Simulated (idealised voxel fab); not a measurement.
A process module follows: voxel transistor to metal.
cross-section cut | 150 nm wide | cells 5 nm
The cross-sections in this document take the form of a grid made of square cells. They are written out as bands, in order from top to bottom. Each band consists of one or more rows of cells. Per band: top height and bottom height in nm, followed by the left-to-right materials and their widths in nm; "edge to edge" marks a single material spanning edge to edge, "empty" marks empty space. Ref level 0: as-received wafer is one material below here. Bottom band extends down with no lower bound ("top 0, no bottom"). Note: "30 to 40" means the width goes from the first number (top row of the band) to the second number (bottom row) in equal steps per row of cells. Step marked "nothing was modified"? Then no cell in the cross-section changed in it. Look at "Tabulated closed voids" for the closed voids: empty spaces with no open path to the top, sized 8 cells or up. Each is width x height at distance, distance from the left edge, all nm. Post-settings text on a step line: simulator's own remark regarding the step. The optional step-line setting "overlay nm" applies to steps with a mask and quantifies how far to the right of its planned location the mask lay, a negative value indicating leftward placement.

## Set out below are the planned steps of the process
- 1: RECEIVE,material Si
- 2: OXIDIZE,depth nm 5
- 3: CONFORMAL_DEP,material SiN,thk nm 10
- 4: MASKED_ETCH,tone cover,mask id ACTIVE,width nm 105,etch materials SiN,depth nm 10,overlay nm 0
- 5: MASKED_ETCH,tone cover,mask id ACTIVE,width nm 105,etch materials SiO2,depth nm 5,overlay nm 0
- 6: MASKED_ETCH,tone cover,mask id ACTIVE,width nm 105,etch materials Si,depth nm 25,overlay nm 0
- 7: FILL_DEP,material SiO2,thk nm 15
- 8: CMP,height nm 10
- 9: SELECTIVE_ETCH,etch materials SiO2,depth nm 10
- 10: STRIP,etch materials SiN
- 11: SELECTIVE_ETCH,etch materials SiO2,depth nm 5
- 12: OXIDIZE,depth nm 5
- 13: DIRECTIONAL_DEP,material polySi,thk nm 20
- 14: DIRECTIONAL_DEP,material SiCN,thk nm 10
- 15: PATTERN,tone cover,mask id GATE,material resist,width nm 15,thk nm 15,overlay nm 0
- 16: DIRECTIONAL_ETCH,etch materials SiCN,depth nm 20
- 17: DIRECTIONAL_ETCH,etch materials polySi,depth nm 30
- 18: STRIP,etch materials resist
- 19: CONFORMAL_DEP,material SiO2,thk nm 5
- 20: DIRECTIONAL_ETCH,etch materials SiO2,depth nm 5
- 21: CONFORMAL_DEP,material SiN,thk nm 10
- 22: DIRECTIONAL_ETCH,etch materials SiN,depth nm 10
- 23: DIRECTIONAL_ETCH,etch materials SiO2,depth nm 5
- 24: DIRECTIONAL_ETCH,etch materials Si,depth nm 5
- 25: EPI,material SiGe,thk nm 5
- 26: FILL_DEP,material SiO2,thk nm 5
- 27: CMP,height nm 25
- 28: DIRECTIONAL_DEP,material SiO2,thk nm 10
- 29: DIRECTIONAL_DEP,material aC,thk nm 15
- 30: PATTERN,tone open,mask id CONTACT,material resist,width nm 30,pitch nm 55,thk nm 35,overlay nm 0
- 31: DIRECTIONAL_ETCH,etch materials aC,depth nm 15
- 32: STRIP,etch materials resist
- 33: DIRECTIONAL_ETCH,etch materials SiO2,depth nm 45
- 34: STRIP,etch materials aC
- 35: CONFORMAL_DEP,material TiN,thk nm 5
- 36: FILL_DEP,material W,thk nm 5
- 37: CMP,height nm 35
- 38: DIRECTIONAL_DEP,material TiN,thk nm 5
- 39: DIRECTIONAL_DEP,material Ru,thk nm 15
- 40: PATTERN,tone cover,mask id METAL_1,material resist,width nm 15,pitch nm 70,thk nm 20,overlay nm 0
- 41: DIRECTIONAL_ETCH,etch materials Ru,depth nm 15
- 42: DIRECTIONAL_ETCH,etch materials TiN,depth nm 5
- 43: STRIP,etch materials resist
- 44: CONFORMAL_DEP,material SiCN,thk nm 5
- 45: FILL_DEP,material lowk,thk nm 10
- 46: CMP,height nm 55
- 47: CONFORMAL_DEP,material SiCN,thk nm 5
- 48: DIRECTIONAL_DEP,material SiO2,thk nm 35
- 49: PATTERN,tone open,mask id METAL_2,material resist,width nm 15,pitch nm 70,thk nm 20,overlay nm 0
- 50: DIRECTIONAL_ETCH,etch materials SiO2,depth nm 20
- 51: STRIP,etch materials resist
- 52: DIRECTIONAL_DEP,material aC,thk nm 10
- 53: PATTERN,tone open,mask id METAL_2_HOLES,material resist,width nm 15,pitch nm 70,thk nm 30,overlay nm 0
- 54: DIRECTIONAL_ETCH,etch materials aC,depth nm 10
- 55: STRIP,etch materials resist
- 56: DIRECTIONAL_ETCH,etch materials SiO2,depth nm 15
- 57: DIRECTIONAL_ETCH,etch materials SiCN,depth nm 5
- 58: STRIP,etch materials aC
- 59: CONFORMAL_DEP,material TiN,thk nm 5
- 60: FILL_DEP,material Cu,thk nm 5
- 61: CMP,height nm 95
- 62: CONFORMAL_DEP,material SiCN,thk nm 5

## This is the cross-section of the wafer as we received it, i.e. after step 1
> top 0, no bottom | Si edge to edge
> Tabulated closed voids: none

## Sectioned view, first of two wafers, at the close of the module, processed as intended in the plan
> top 100, bottom 95 | SiCN edge to edge
> top 95, bottom 60 | SiO2 30  TiN 5  Cu 5  TiN 5  SiO2 55  TiN 5  Cu 5  TiN 5  SiO2 35
> top 60, bottom 55 | SiCN 30  TiN 15  SiCN 55  TiN 15  SiCN 35
> top 55, bottom 40 | lowk 25  SiCN 5  Ru 15  SiCN 5  lowk 45  SiCN 5  Ru 15  SiCN 5  lowk 30
> top 40, bottom 35 | SiCN 30  TiN 15  SiCN 55  TiN 15  SiCN 35
> top 35, bottom 25 | SiO2 30  TiN 5  W 20 to 10  TiN 5 to 15  SiO2 25  TiN 5 to 15  W 20 to 10  TiN 5  SiO2 35
> top 25, bottom 15 | SiO2 30  TiN 5  W 10  TiN 5  SiN 10  SiO2 5  SiCN 15  SiO2 5  SiN 10  TiN 5  W 10  TiN 5  SiO2 35
> top 15, bottom 0 | SiO2 30  TiN 5  W 10  TiN 5  SiN 10  SiO2 5  polySi 15  SiO2 5  SiN 10  TiN 5  W 10  TiN 5  SiO2 35
> top 0, bottom -5 | SiO2 30  TiN 5  W 5  TiN 10  SiN 10  SiO2 5  polySi 15  SiO2 5  SiN 10  TiN 10  W 5  TiN 5  SiO2 35
> top -5, bottom -10 | SiO2 30  TiN 15  SiGe 5  SiO2 45  SiGe 5  TiN 15  SiO2 35
> top -10, bottom -15 | SiO2 20  SiGe 30  Si 45  SiGe 30  SiO2 25
> top -15, bottom -30 | SiO2 20  Si 105  SiO2 25
> top -30, no bottom | Si edge to edge
> Tabulated closed voids: none

## End of module, second wafer, cross-section. Started like the first, planned like the first, run with one mistake
> top 100, bottom 95 | SiCN edge to edge
> top 95, bottom 85 | SiO2 30  TiN 5  Cu 10  TiN 5  SiO2 50  TiN 5  Cu 10  TiN 5  SiO2 30
> top 85, bottom 80 | SiO2 30  TiN 5  Cu 5  TiN 10  SiO2 50  TiN 5  Cu 5  TiN 10  SiO2 30
> top 80, bottom 60 | SiO2 30  TiN 5  Cu 5  TiN 5  SiO2 55  TiN 5  Cu 5  TiN 5  SiO2 35
> top 60, bottom 55 | SiCN 30  TiN 15  SiCN 55  TiN 15  SiCN 35
> top 55, bottom 40 | lowk 25  SiCN 5  Ru 15  SiCN 5  lowk 45  SiCN 5  Ru 15  SiCN 5  lowk 30
> top 40, bottom 35 | SiCN 30  TiN 15  SiCN 55  TiN 15  SiCN 35
> top 35, bottom 25 | SiO2 30  TiN 5  W 20 to 10  TiN 5 to 15  SiO2 25  TiN 5 to 15  W 20 to 10  TiN 5  SiO2 35
> top 25, bottom 15 | SiO2 30  TiN 5  W 10  TiN 5  SiN 10  SiO2 5  SiCN 15  SiO2 5  SiN 10  TiN 5  W 10  TiN 5  SiO2 35
> top 15, bottom 0 | SiO2 30  TiN 5  W 10  TiN 5  SiN 10  SiO2 5  polySi 15  SiO2 5  SiN 10  TiN 5  W 10  TiN 5  SiO2 35
> top 0, bottom -5 | SiO2 30  TiN 5  W 5  TiN 10  SiN 10  SiO2 5  polySi 15  SiO2 5  SiN 10  TiN 10  W 5  TiN 5  SiO2 35
> top -5, bottom -10 | SiO2 30  TiN 15  SiGe 5  SiO2 45  SiGe 5  TiN 15  SiO2 35
> top -10, bottom -15 | SiO2 20  SiGe 30  Si 45  SiGe 30  SiO2 25
> top -15, bottom -30 | SiO2 20  Si 105  SiO2 25
> top -30, no bottom | Si edge to edge
> Tabulated closed voids: none
The plan and the run diverged here: step 53 was not run as planned; what actually ran was PATTERN,tone open,mask id METAL_2_HOLES,material resist,width nm 20,pitch nm 70,thk nm 30,overlay nm 0
at the end the second wafer has, in cells: Cu: 4 more; SiO2: 6 fewer; TiN: 2 more
